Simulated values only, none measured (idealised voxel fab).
process module | voxel self aligned vias
cross-section cut | 280 nm wide | cells 5 nm
A cross-section is a grid of square cells, given in bands from the top down. A band is one or more rows of cells.
Each band's line starts with the height of the band's top and of its bottom, in nm. Then come its materials from left to right, each with its width in nm. One material with "throughout" fills the band from edge to edge. "air" is empty space.
Height 0 is the level under which the wafer as received is all one material. The lowest band goes on downwards, as in "0 down".
A width such as "30 to 40" changes by the same amount from each row of cells to the next, from the band's top row to its bottom row.
"no change" after a step means that no cell of the cross-section changed.
closed voids: empty space of 8 cells or more with no open way to the top, each as width x height at its distance from the left edge, in nm
after a step's settings: what the simulator itself notes on the step
overlay nm, on a step with a mask: how far to the right of its planned place the mask lay; to the left if negative
plan
1 op RECEIVE | material Si
2 op CONFORMAL_DEP | material SiO2 | thk nm 10
3 op CONFORMAL_DEP | material SiCN | thk nm 5
4 op DIRECTIONAL_DEP | material SiO2 | thk nm 30
5 op MASKED_ETCH | tone open | mask id LINES | width nm 25 | pitch nm 75 | etch materials SiO2 | depth nm 30 | overlay nm 0
6 op CONFORMAL_DEP | material TiN | thk nm 5
7 op FILL_DEP | material W | thk nm 10
8 op CMP | height nm 45
9 op SELECTIVE_ETCH | etch materials W Ru TiN | depth nm 5
10 op FILL_DEP | material SiN | thk nm 10
11 op CMP | height nm 45
12 op DIRECTIONAL_DEP | material SiO2 | thk nm 15
13 op PATTERN | tone open | mask id VIAS | material resist | width nm 45 | thk nm 20 | overlay nm 0
14 op DIRECTIONAL_ETCH | etch materials SiO2 | depth nm 15
15 op DIRECTIONAL_ETCH | etch materials SiN | depth nm 5
16 op STRIP | etch materials resist
17 op CONFORMAL_DEP | material TiN | thk nm 5
18 op FILL_DEP | material Cu | thk nm 10
19 op CMP | height nm 60
20 op CONFORMAL_DEP | material SiCN | thk nm 5
first wafer, as planned
as received, after step 1
  0 down: Si throughout
  closed voids: none
after step 2
  10 to 0: SiO2 throughout
  below 0: unchanged
after step 3
  15 to 10: SiCN throughout
  below 10: unchanged
after step 4
  45 to 15: SiO2 throughout
  below 15: unchanged
after step 5
  45 to 15: SiO2 90 | air 25 | SiO2 50 | air 25 | SiO2 90
  below 15: unchanged
after step 6
  50 to 45: TiN 95 | air 15 | TiN 60 | air 15 | TiN 95
  45 to 20: SiO2 90 | TiN 5 | air 15 | TiN 5 | SiO2 50 | TiN 5 | air 15 | TiN 5 | SiO2 90
  20 to 15: SiO2 90 | TiN 25 | SiO2 50 | TiN 25 | SiO2 90
  below 15: unchanged
after step 7
  60 to 50: W throughout
  50 to 45: TiN 95 | W 15 | TiN 60 | W 15 | TiN 95
  45 to 20: SiO2 90 | TiN 5 | W 15 | TiN 5 | SiO2 50 | TiN 5 | W 15 | TiN 5 | SiO2 90
  below 20: unchanged
after step 8
  45 to 20: SiO2 90 | TiN 5 | W 15 | TiN 5 | SiO2 50 | TiN 5 | W 15 | TiN 5 | SiO2 90
  below 20: unchanged
after step 9
  45 to 40: SiO2 90 | air 25 | SiO2 50 | air 25 | SiO2 90
  below 40: unchanged
after step 10
  55 to 45: SiN throughout
  45 to 40: SiO2 90 | SiN 25 | SiO2 50 | SiN 25 | SiO2 90
  below 40: unchanged
after step 11
  45 to 40: SiO2 90 | SiN 25 | SiO2 50 | SiN 25 | SiO2 90
  below 40: unchanged
after step 12
  60 to 45: SiO2 throughout
  below 45: unchanged
after step 13
  80 to 60: resist 80 | air 45 | resist 155
  below 60: unchanged
after step 14
  80 to 60: resist 80 | air 45 | resist 155
  60 to 45: SiO2 80 | air 45 | SiO2 155
  below 45: unchanged
after step 15
  80 to 60: resist 80 | air 45 | resist 155
  60 to 45: SiO2 80 | air 45 | SiO2 155
  45 to 40: SiO2 90 | air 25 | SiO2 50 | SiN 25 | SiO2 90
  below 40: unchanged
after step 16
  60 to 45: SiO2 80 | air 45 | SiO2 155
  below 45: unchanged
after step 17
  65 to 60: TiN 85 | air 35 | TiN 160
  60 to 50: SiO2 80 | TiN 5 | air 35 | TiN 5 | SiO2 155
  50 to 45: SiO2 80 | TiN 15 | air 15 | TiN 15 | SiO2 155
  45 to 40: SiO2 90 | TiN 25 | SiO2 50 | SiN 25 | SiO2 90
  below 40: unchanged
after step 18
  75 to 65: Cu throughout
  65 to 60: TiN 85 | Cu 35 | TiN 160
  60 to 50: SiO2 80 | TiN 5 | Cu 35 | TiN 5 | SiO2 155
  50 to 45: SiO2 80 | TiN 15 | Cu 15 | TiN 15 | SiO2 155
  below 45: unchanged
after step 19
  60 to 50: SiO2 80 | TiN 5 | Cu 35 | TiN 5 | SiO2 155
  below 50: unchanged
after step 20
  65 to 60: SiCN throughout
  below 60: unchanged
second wafer: like start, like plan, one mistake. Through step 7 it matches the first wafer
when step 8 should have ended
  40 to 20: SiO2 90 | TiN 5 | W 15 | TiN 5 | SiO2 50 | TiN 5 | W 15 | TiN 5 | SiO2 90
  below 20: unchanged
when step 9 should have ended
  40 to 35: SiO2 90 | air 25 | SiO2 50 | air 25 | SiO2 90
  below 35: unchanged
when step 10 should have ended
  50 to 40: SiN throughout
  40 to 35: SiO2 90 | SiN 25 | SiO2 50 | SiN 25 | SiO2 90
  below 35: unchanged
when step 11 should have ended
  45 to 40: SiN throughout
  below 40: unchanged
when step 12 should have ended
  60 to 45: SiO2 throughout
  below 45: unchanged
when step 13 should have ended
  80 to 60: resist 80 | air 45 | resist 155
  below 60: unchanged
when step 14 should have ended
  80 to 60: resist 80 | air 45 | resist 155
  60 to 45: SiO2 80 | air 45 | SiO2 155
  below 45: unchanged
when step 15 should have ended
  80 to 60: resist 80 | air 45 | resist 155
  60 to 45: SiO2 80 | air 45 | SiO2 155
  45 to 40: SiN 80 | air 45 | SiN 155
  below 40: unchanged
when step 16 should have ended
  60 to 45: SiO2 80 | air 45 | SiO2 155
  below 45: unchanged
when step 17 should have ended
  65 to 60: TiN 85 | air 35 | TiN 160
  60 to 45: SiO2 80 | TiN 5 | air 35 | TiN 5 | SiO2 155
  45 to 40: SiN 80 | TiN 45 | SiN 155
  below 40: unchanged
when step 18 should have ended
  75 to 65: Cu throughout
  65 to 60: TiN 85 | Cu 35 | TiN 160
  60 to 45: SiO2 80 | TiN 5 | Cu 35 | TiN 5 | SiO2 155
  below 45: unchanged
when step 19 should have ended
  60 to 45: SiO2 80 | TiN 5 | Cu 35 | TiN 5 | SiO2 155
  below 45: unchanged
when step 20 should have ended
  65 to 60: SiCN throughout
  below 60: unchanged
what went wrong: step 8 ran as: op CMP | height nm 40
at the end the second wafer has, in cells: 4 more of Cu | 52 more of SiN | 46 fewer of SiO2 | 4 fewer of TiN | 6 fewer of W
